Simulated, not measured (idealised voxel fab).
process module | voxel wiring stack
cross-section cut | 230 nm wide | cells 5 nm
A cross-section is a grid of square cells, given in bands from the top down. A band is one or more rows of cells.
Each band's line starts with the height of the band's top and of its bottom, in nm. Then come its materials from left to right, each with its width in nm. One material with "throughout" fills the band from edge to edge. "air" is empty space.
Height 0 is the level under which the wafer as received is all one material. The lowest band goes on downwards, as in "0 down".
A width such as "30 to 40" changes by the same amount from each row of cells to the next, from the band's top row to its bottom row.
"no change" after a step means that no cell of the cross-section changed.
closed voids: empty space of 8 cells or more with no open way to the top, each as width x height at its distance from the left edge, in nm
after a step's settings: what the simulator itself notes on the step
overlay nm, on a step with a mask: how far to the right of its planned place the mask lay; to the left if negative
plan
1 op RECEIVE | material Si
2 op CONFORMAL_DEP | material SiO2 | thk nm 15
3 op DIRECTIONAL_DEP | material TiN | thk nm 5
4 op DIRECTIONAL_DEP | material W | thk nm 25
5 op DIRECTIONAL_DEP | material aC | thk nm 15
6 op PATTERN | tone cover | mask id METAL_1 | material resist | width nm 25 | pitch nm 40 | thk nm 30 | overlay nm 0
7 op DIRECTIONAL_ETCH | etch materials aC | depth nm 15
8 op STRIP | etch materials resist
9 op DIRECTIONAL_ETCH | etch materials W | depth nm 25
10 op DIRECTIONAL_ETCH | etch materials TiN | depth nm 5
11 op STRIP | etch materials aC
12 op FILL_DEP | material lowk | thk nm 5
13 op CMP | height nm 45
14 op CONFORMAL_DEP | material SiCN | thk nm 5
15 op DIRECTIONAL_DEP | material SiO2 | thk nm 15
16 op DIRECTIONAL_DEP | material aC | thk nm 10
17 op PATTERN | tone open | mask id PLUG_1 | material resist | width nm 15 | pitch nm 80 | thk nm 25 | overlay nm -15
18 op DIRECTIONAL_ETCH | etch materials aC | depth nm 10
19 op STRIP | etch materials resist
20 op DIRECTIONAL_ETCH | etch materials SiO2 | depth nm 15
21 op DIRECTIONAL_ETCH | etch materials SiCN | depth nm 5
22 op STRIP | etch materials aC
23 op EPI | material Ru | thk nm 10
24 op EPI | material Ru | thk nm 10
25 op DIRECTIONAL_DEP | material TiN | thk nm 5
26 op DIRECTIONAL_DEP | material W | thk nm 15
27 op MASKED_ETCH | tone cover | mask id METAL_2 | width nm 25 | pitch nm 40 | etch materials W | depth nm 15 | overlay nm 0
28 op MASKED_ETCH | tone cover | mask id METAL_2 | width nm 25 | pitch nm 40 | etch materials TiN | depth nm 5 | overlay nm 0
29 op CONFORMAL_DEP | material SiN | thk nm 5
30 op FILL_DEP | material SiO2 | thk nm 5
31 op CMP | height nm 85
32 op CONFORMAL_DEP | material SiCN | thk nm 5
33 op DIRECTIONAL_DEP | material lowk | thk nm 25
34 op DIRECTIONAL_DEP | material aC | thk nm 15
35 op PATTERN | tone open | mask id METAL_3_HOLES | material resist | width nm 15 | pitch nm 40 | thk nm 35 | overlay nm 0
36 op DIRECTIONAL_ETCH | etch materials aC | depth nm 15
37 op STRIP | etch materials resist
38 op DIRECTIONAL_ETCH | etch materials lowk | depth nm 25
39 op STRIP | etch materials aC
40 op DIRECTIONAL_DEP | material aC | thk nm 10
41 op PATTERN | tone open | mask id METAL_3 | material resist | width nm 25 | pitch nm 40 | thk nm 25 | overlay nm 0
42 op DIRECTIONAL_ETCH | etch materials aC | depth nm 10
43 op STRIP | etch materials resist
44 op DIRECTIONAL_ETCH | etch materials lowk | depth nm 15
45 op DIRECTIONAL_ETCH | etch materials SiCN | depth nm 5
46 op STRIP | etch materials aC
47 op CONFORMAL_DEP | material TiN | thk nm 5
48 op FILL_DEP | material Ru | thk nm 5
49 op CMP | height nm 115
50 op CONFORMAL_DEP | material SiCN | thk nm 5
51 op DIRECTIONAL_DEP | material lowk | thk nm 15
52 op PATTERN | tone open | mask id PLUG_3 | material resist | width nm 15 | pitch nm 80 | thk nm 15 | overlay nm 0
53 op DIRECTIONAL_ETCH | etch materials lowk | depth nm 15
54 op DIRECTIONAL_ETCH | etch materials SiCN | depth nm 5
55 op STRIP | etch materials resist
56 op CONFORMAL_DEP | material TiN | thk nm 5
57 op FILL_DEP | material W | thk nm 5
58 op CMP | height nm 135
59 op DIRECTIONAL_DEP | material TiN | thk nm 5
60 op DIRECTIONAL_DEP | material W | thk nm 15
61 op PATTERN | tone cover | mask id METAL_4 | material resist | width nm 25 | pitch nm 40 | thk nm 15 | overlay nm 0
62 op DIRECTIONAL_ETCH | etch materials W | depth nm 15
63 op DIRECTIONAL_ETCH | etch materials TiN | depth nm 5
64 op STRIP | etch materials resist
65 op FILL_DEP | material lowk | thk nm 10
66 op CMP | height nm 155
67 op CONFORMAL_DEP | material SiCN | thk nm 5
varied across the wafers: overlay nm of step 17. The plan shows the first wafer's value. All wafers start alike
first wafer as received, after step 1
  0 down: Si throughout
  closed voids: none
first wafer at the end, after step 67
  160 to 155: SiCN throughout
  155 to 140: lowk 40 | W 25 | lowk 15 | W 25 | lowk 15 | W 25 | lowk 15 | W 25 | lowk 45
  140 to 135: lowk 40 | TiN 25 | lowk 15 | TiN 25 | lowk 15 | TiN 25 | lowk 15 | TiN 25 | lowk 45
  135 to 120: lowk 40 | TiN 5 | W 5 | TiN 5 | lowk 65 | TiN 5 | W 5 | TiN 5 | lowk 95
  120 to 115: SiCN 40 | TiN 15 | SiCN 65 | TiN 15 | SiCN 95
  115 to 105: lowk 40 | TiN 5 | Ru 15 | TiN 5 | lowk 15 | TiN 5 | Ru 15 | TiN 5 | lowk 15 | TiN 5 | Ru 15 | TiN 5 | lowk 15 | TiN 5 | Ru 15 | TiN 5 | lowk 45
  105 to 100: lowk 40 | TiN 5 | Ru 5 | TiN 15 | lowk 15 | TiN 5 | Ru 5 | TiN 15 | lowk 15 | TiN 5 | Ru 5 | TiN 15 | lowk 15 | TiN 5 | Ru 5 | TiN 15 | lowk 45
  100 to 90: lowk 40 | TiN 5 | Ru 5 | TiN 5 | lowk 25 | TiN 5 | Ru 5 | TiN 5 | lowk 25 | TiN 5 | Ru 5 | TiN 5 | lowk 25 | TiN 5 | Ru 5 | TiN 5 | lowk 55
  90 to 85: SiCN 40 | TiN 15 | SiCN 25 | TiN 15 | SiCN 25 | TiN 15 | SiCN 25 | TiN 15 | SiCN 55
  85 to 70: SiO2 35 | SiN 5 | W 25 | SiN 5 | SiO2 5 | SiN 5 | W 25 | SiN 5 | SiO2 5 | SiN 5 | W 25 | SiN 5 | SiO2 5 | SiN 5 | W 25 | SiN 5 | SiO2 40
  70 to 65: SiN 30 | SiO2 5 | SiN 5 | TiN 25 | SiN 15 | TiN 25 | SiN 5 | SiO2 5 | SiN 5 | TiN 25 | SiN 15 | TiN 25 | SiN 45
  65 to 50: SiO2 25 | SiN 5 | SiO2 5 | SiN 5 | SiO2 65 | SiN 5 | SiO2 5 | SiN 5 | SiO2 110
  50 to 45: SiCN 25 | SiN 15 | SiCN 65 | SiN 15 | SiCN 110
  45 to 20: lowk 40 | W 25 | lowk 15 | W 25 | lowk 15 | W 25 | lowk 15 | W 25 | lowk 45
  20 to 15: lowk 40 | TiN 25 | lowk 15 | TiN 25 | lowk 15 | TiN 25 | lowk 15 | TiN 25 | lowk 45
  15 to 0: SiO2 throughout
  0 down: Si throughout
  closed voids: none
last wafer at the end
  160 to 155: SiCN throughout
  155 to 140: lowk 40 | W 25 | lowk 15 | W 25 | lowk 15 | W 25 | lowk 15 | W 25 | lowk 45
  140 to 135: lowk 40 | TiN 25 | lowk 15 | TiN 25 | lowk 15 | TiN 25 | lowk 15 | TiN 25 | lowk 45
  135 to 120: lowk 40 | TiN 5 | W 5 | TiN 5 | lowk 65 | TiN 5 | W 5 | TiN 5 | lowk 95
  120 to 115: SiCN 40 | TiN 15 | SiCN 65 | TiN 15 | SiCN 95
  115 to 105: lowk 40 | TiN 5 | Ru 15 | TiN 5 | lowk 15 | TiN 5 | Ru 15 | TiN 5 | lowk 15 | TiN 5 | Ru 15 | TiN 5 | lowk 15 | TiN 5 | Ru 15 | TiN 5 | lowk 45
  105 to 100: lowk 40 | TiN 5 | Ru 5 | TiN 15 | lowk 15 | TiN 5 | Ru 5 | TiN 15 | lowk 15 | TiN 5 | Ru 5 | TiN 15 | lowk 15 | TiN 5 | Ru 5 | TiN 15 | lowk 45
  100 to 90: lowk 40 | TiN 5 | Ru 5 | TiN 5 | lowk 25 | TiN 5 | Ru 5 | TiN 5 | lowk 25 | TiN 5 | Ru 5 | TiN 5 | lowk 25 | TiN 5 | Ru 5 | TiN 5 | lowk 55
  90 to 85: SiCN 40 | TiN 15 | SiCN 25 | TiN 15 | SiCN 25 | TiN 15 | SiCN 25 | TiN 15 | SiCN 55
  85 to 70: SiO2 35 | SiN 5 | W 25 | SiN 5 | SiO2 5 | SiN 5 | W 25 | SiN 5 | SiO2 5 | SiN 5 | W 25 | SiN 5 | SiO2 5 | SiN 5 | W 25 | SiN 5 | SiO2 40
  70 to 65: SiN 40 | TiN 25 | SiN 15 | TiN 25 | SiN 15 | TiN 25 | SiN 15 | TiN 25 | SiN 45
  65 to 50: SiO2 55 | Ru 15 | SiO2 65 | Ru 15 | SiO2 80
  50 to 45: SiCN 55 | Ru 15 | SiCN 65 | Ru 15 | SiCN 80
  45 to 20: lowk 40 | W 25 | lowk 15 | W 25 | lowk 15 | W 25 | lowk 15 | W 25 | lowk 45
  20 to 15: lowk 40 | TiN 25 | lowk 15 | TiN 25 | lowk 15 | TiN 25 | lowk 15 | TiN 25 | lowk 45
  15 to 0: SiO2 throughout
  0 down: Si throughout
  closed voids: none
each wafer at the end: cells of each material gained (+) or lost (-) since it was received, then its closed voids
overlay nm -15 | +36 Ru | +160 SiCN | +66 SiN | +320 SiO2 | +138 TiN | +226 W | +526 lowk | closed voids: none
overlay nm -10 | +60 Ru | +160 SiCN | +50 SiN | +312 SiO2 | +138 TiN | +226 W | +526 lowk | closed voids: none
overlay nm -5 | +60 Ru | +160 SiCN | +50 SiN | +312 SiO2 | +138 TiN | +226 W | +526 lowk | closed voids: none
overlay nm 0 | +60 Ru | +160 SiCN | +50 SiN | +312 SiO2 | +138 TiN | +226 W | +526 lowk | closed voids: none
overlay nm 5 | +60 Ru | +160 SiCN | +50 SiN | +312 SiO2 | +138 TiN | +226 W | +526 lowk | closed voids: none
overlay nm 10 | +60 Ru | +160 SiCN | +50 SiN | +312 SiO2 | +138 TiN | +226 W | +526 lowk | closed voids: none
overlay nm 15 | +60 Ru | +160 SiCN | +50 SiN | +312 SiO2 | +138 TiN | +226 W | +526 lowk | closed voids: none
